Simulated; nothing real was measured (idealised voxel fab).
Documented hereafter: the process module known as voxel self aligned contacts.
For reference, the cross-section in this document is cut, with width 285 nm and square cells of 5 nm.
Think of the cross-section as a grid of square cells. We describe it in bands, top to bottom, and each band covers one or more rows of those cells.
Top, bottom (nm), then materials left to right with widths (nm); lone material tagged "full width" fills the whole band edge to edge; "air" = empty space.
Height is counted from the level 0, under which the received wafer is composed throughout of one material. The lowest of the bands is not closed at the bottom but continues downward, in the notation "0 down".
With a width like "30 to 40", each row of cells in the band differs from the next by the same amount, the top row carrying the first number and the bottom row the second.
Any step labelled "no modifications" changed none of the cells in the cross-section.
Empty spaces counting at least 8 cells and having no open way to the top are listed in "Closed void list". The notation width x height at distance is used for each, the distance being from the left edge and all three values in nm.
Text after the settings on a step's line: the simulator's own remark on that step.
You can add "overlay nm" to a step's line. For a step with a mask, it describes how far the mask lay to the right of its planned position, and a negative number describes a lay to the left.

plan:
1. RECEIVE: material Si
2. OXIDIZE: depth nm 5
3. DIRECTIONAL_DEP: material polySi, thk nm 20
4. DIRECTIONAL_DEP: material SiN, thk nm 20
5. MASKED_ETCH: tone cover, mask id GATE, width nm 30, pitch nm 60, etch materials SiN, depth nm 20, overlay nm 0
6. MASKED_ETCH: tone cover, mask id GATE, width nm 30, pitch nm 60, etch materials polySi, depth nm 20, overlay nm 0
7. CONFORMAL_DEP: material SiN, thk nm 5
8. DIRECTIONAL_ETCH: etch materials SiN, depth nm 5
9. FILL_DEP: material SiO2, thk nm 15
10. CMP: height nm 45
11. MASKED_ETCH: tone open, mask id CONTACT, width nm 40, etch materials SiO2, depth nm 50, overlay nm 0
12. CONFORMAL_DEP: material TiN, thk nm 5
13. FILL_DEP: material W, thk nm 10
14. CMP: height nm 45
15. CONFORMAL_DEP: material SiN, thk nm 5

Concerning the first of two wafers, which was run in accordance with the plan:

The cross-section here shows the wafer as received, i.e. in its state after step 1:
- 0 down = Si full width
- Closed void list: none

The wafer, seen in cross-section, after step 2:
- 0 to -5 = SiO2 full width
- For the remainder of the cross-section, below -5, there is no change.

The wafer, seen in cross-section, after step 3:
- 20 to 0 = polySi full width
- For the remainder of the cross-section, below 0, there is no change.

The wafer, seen in cross-section, after step 4:
- 40 to 20 = SiN full width
- For the remainder of the cross-section, below 20, there is no change.

The wafer, seen in cross-section, after step 5:
- 40 to 20 = air=95 / SiN=30 / air=30 / SiN=30 / air=100
- For the remainder of the cross-section, below 20, there is no change.

The wafer, seen in cross-section, after step 6:
- 40 to 20 = air=95 / SiN=30 / air=30 / SiN=30 / air=100
- 20 to 0 = air=95 / polySi=30 / air=30 / polySi=30 / air=100
- For the remainder of the cross-section, below 0, there is no change.

The wafer, seen in cross-section, after step 7:
- 45 to 20 = air=90 / SiN=40 / air=20 / SiN=40 / air=95
- 20 to 5 = air=90 / SiN=5 / polySi=30 / SiN=5 / air=20 / SiN=5 / polySi=30 / SiN=5 / air=95
- 5 to 0 = SiN=95 / polySi=30 / SiN=30 / polySi=30 / SiN=100
- For the remainder of the cross-section, below 0, there is no change.

The wafer, seen in cross-section, after step 8:
- 40 to 20 = air=90 / SiN=40 / air=20 / SiN=40 / air=95
- 20 to 0 = air=90 / SiN=5 / polySi=30 / SiN=5 / air=20 / SiN=5 / polySi=30 / SiN=5 / air=95
- For the remainder of the cross-section, below 0, there is no change.

The wafer, seen in cross-section, after step 9:
- 55 to 40 = SiO2 full width
- 40 to 20 = SiO2=90 / SiN=40 / SiO2=20 / SiN=40 / SiO2=95
- 20 to 0 = SiO2=90 / SiN=5 / polySi=30 / SiN=5 / SiO2=20 / SiN=5 / polySi=30 / SiN=5 / SiO2=95
- For the remainder of the cross-section, below 0, there is no change.

The wafer, seen in cross-section, after step 10:
- 45 to 40 = SiO2 full width
- For the remainder of the cross-section, below 40, there is no change.

The wafer, seen in cross-section, after step 11:
- 45 to 40 = SiO2=120 / air=40 / SiO2=125
- 40 to 20 = SiO2=90 / SiN=40 / air=20 / SiN=40 / SiO2=95
- 20 to 0 = SiO2=90 / SiN=5 / polySi=30 / SiN=5 / air=20 / SiN=5 / polySi=30 / SiN=5 / SiO2=95
- 0 to -5 = SiO2=130 / air=20 / SiO2=135
- For the remainder of the cross-section, below -5, there is no change.

The wafer, seen in cross-section, after step 12:
- 50 to 45 = TiN=125 / air=30 / TiN=130
- 45 to 40 = SiO2=120 / TiN=15 / air=10 / TiN=15 / SiO2=125
- 40 to 20 = SiO2=90 / SiN=40 / TiN=5 / air=10 / TiN=5 / SiN=40 / SiO2=95
- 20 to 0 = SiO2=90 / SiN=5 / polySi=30 / SiN=5 / TiN=5 / air=10 / TiN=5 / SiN=5 / polySi=30 / SiN=5 / SiO2=95
- 0 to -5 = SiO2=130 / TiN=20 / SiO2=135
- For the remainder of the cross-section, below -5, there is no change.

The wafer, seen in cross-section, after step 13:
- 60 to 50 = W full width
- 50 to 45 = TiN=125 / W=30 / TiN=130
- 45 to 40 = SiO2=120 / TiN=15 / W=10 / TiN=15 / SiO2=125
- 40 to 20 = SiO2=90 / SiN=40 / TiN=5 / W=10 / TiN=5 / SiN=40 / SiO2=95
- 20 to 0 = SiO2=90 / SiN=5 / polySi=30 / SiN=5 / TiN=5 / W=10 / TiN=5 / SiN=5 / polySi=30 / SiN=5 / SiO2=95
- For the remainder of the cross-section, below 0, there is no change.

The wafer, seen in cross-section, after step 14:
- 45 to 40 = SiO2=120 / TiN=15 / W=10 / TiN=15 / SiO2=125
- For the remainder of the cross-section, below 40, there is no change.

The wafer, seen in cross-section, after step 15:
- 50 to 45 = SiN full width
- For the remainder of the cross-section, below 45, there is no change.

Second wafer: same start and same plan as the first, one execution error; identical to the first through step 1:

Second wafer shown in cross-section at the time step 2 was slated to end: no modifications

Second wafer shown in cross-section at the time step 3 was slated to end:
- 20 to 0 = polySi full width
- For the remainder of the cross-section, below 0, there is no change.

Second wafer shown in cross-section at the time step 4 was slated to end:
- 40 to 20 = SiN full width
- For the remainder of the cross-section, below 20, there is no change.

Second wafer shown in cross-section at the time step 5 was slated to end:
- 40 to 20 = air=95 / SiN=30 / air=30 / SiN=30 / air=100
- For the remainder of the cross-section, below 20, there is no change.

Second wafer shown in cross-section at the time step 6 was slated to end:
- 40 to 20 = air=95 / SiN=30 / air=30 / SiN=30 / air=100
- 20 to 0 = air=95 / polySi=30 / air=30 / polySi=30 / air=100
- For the remainder of the cross-section, below 0, there is no change.

Second wafer shown in cross-section at the time step 7 was slated to end:
- 45 to 20 = air=90 / SiN=40 / air=20 / SiN=40 / air=95
- 20 to 5 = air=90 / SiN=5 / polySi=30 / SiN=5 / air=20 / SiN=5 / polySi=30 / SiN=5 / air=95
- 5 to 0 = SiN=95 / polySi=30 / SiN=30 / polySi=30 / SiN=100
- For the remainder of the cross-section, below 0, there is no change.

Second wafer shown in cross-section at the time step 8 was slated to end:
- 40 to 20 = air=90 / SiN=40 / air=20 / SiN=40 / air=95
- 20 to 0 = air=90 / SiN=5 / polySi=30 / SiN=5 / air=20 / SiN=5 / polySi=30 / SiN=5 / air=95
- For the remainder of the cross-section, below 0, there is no change.

Second wafer shown in cross-section at the time step 9 was slated to end:
- 55 to 40 = SiO2 full width
- 40 to 20 = SiO2=90 / SiN=40 / SiO2=20 / SiN=40 / SiO2=95
- 20 to 0 = SiO2=90 / SiN=5 / polySi=30 / SiN=5 / SiO2=20 / SiN=5 / polySi=30 / SiN=5 / SiO2=95
- For the remainder of the cross-section, below 0, there is no change.

Second wafer shown in cross-section at the time step 10 was slated to end:
- 45 to 40 = SiO2 full width
- For the remainder of the cross-section, below 40, there is no change.

Second wafer shown in cross-section at the time step 11 was slated to end:
- 45 to 40 = SiO2=120 / air=40 / SiO2=125
- 40 to 20 = SiO2=90 / SiN=40 / air=20 / SiN=40 / SiO2=95
- 20 to 0 = SiO2=90 / SiN=5 / polySi=30 / SiN=5 / air=20 / SiN=5 / polySi=30 / SiN=5 / SiO2=95
- For the remainder of the cross-section, below 0, there is no change.

Second wafer shown in cross-section at the time step 12 was slated to end:
- 50 to 45 = TiN=125 / air=30 / TiN=130
- 45 to 40 = SiO2=120 / TiN=15 / air=10 / TiN=15 / SiO2=125
- 40 to 20 = SiO2=90 / SiN=40 / TiN=5 / air=10 / TiN=5 / SiN=40 / SiO2=95
- 20 to 5 = SiO2=90 / SiN=5 / polySi=30 / SiN=5 / TiN=5 / air=10 / TiN=5 / SiN=5 / polySi=30 / SiN=5 / SiO2=95
- 5 to 0 = SiO2=90 / SiN=5 / polySi=30 / SiN=5 / TiN=20 / SiN=5 / polySi=30 / SiN=5 / SiO2=95
- For the remainder of the cross-section, below 0, there is no change.

Second wafer shown in cross-section at the time step 13 was slated to end:
- 60 to 50 = W full width
- 50 to 45 = TiN=125 / W=30 / TiN=130
- 45 to 40 = SiO2=120 / TiN=15 / W=10 / TiN=15 / SiO2=125
- 40 to 20 = SiO2=90 / SiN=40 / TiN=5 / W=10 / TiN=5 / SiN=40 / SiO2=95
- 20 to 5 = SiO2=90 / SiN=5 / polySi=30 / SiN=5 / TiN=5 / W=10 / TiN=5 / SiN=5 / polySi=30 / SiN=5 / SiO2=95
- For the remainder of the cross-section, below 5, there is no change.

Second wafer shown in cross-section at the time step 14 was slated to end:
- 45 to 40 = SiO2=120 / TiN=15 / W=10 / TiN=15 / SiO2=125
- For the remainder of the cross-section, below 40, there is no change.

Second wafer shown in cross-section at the time step 15 was slated to end:
- 50 to 45 = SiN full width
- For the remainder of the cross-section, below 45, there is no change.
Which mistake was made when the wafer was run? plan step 2: skipped, not run
Final wafer comparison in cells, second versus first, more or fewer per material: Si +57 | SiO2 -53 | TiN -2 | W -2
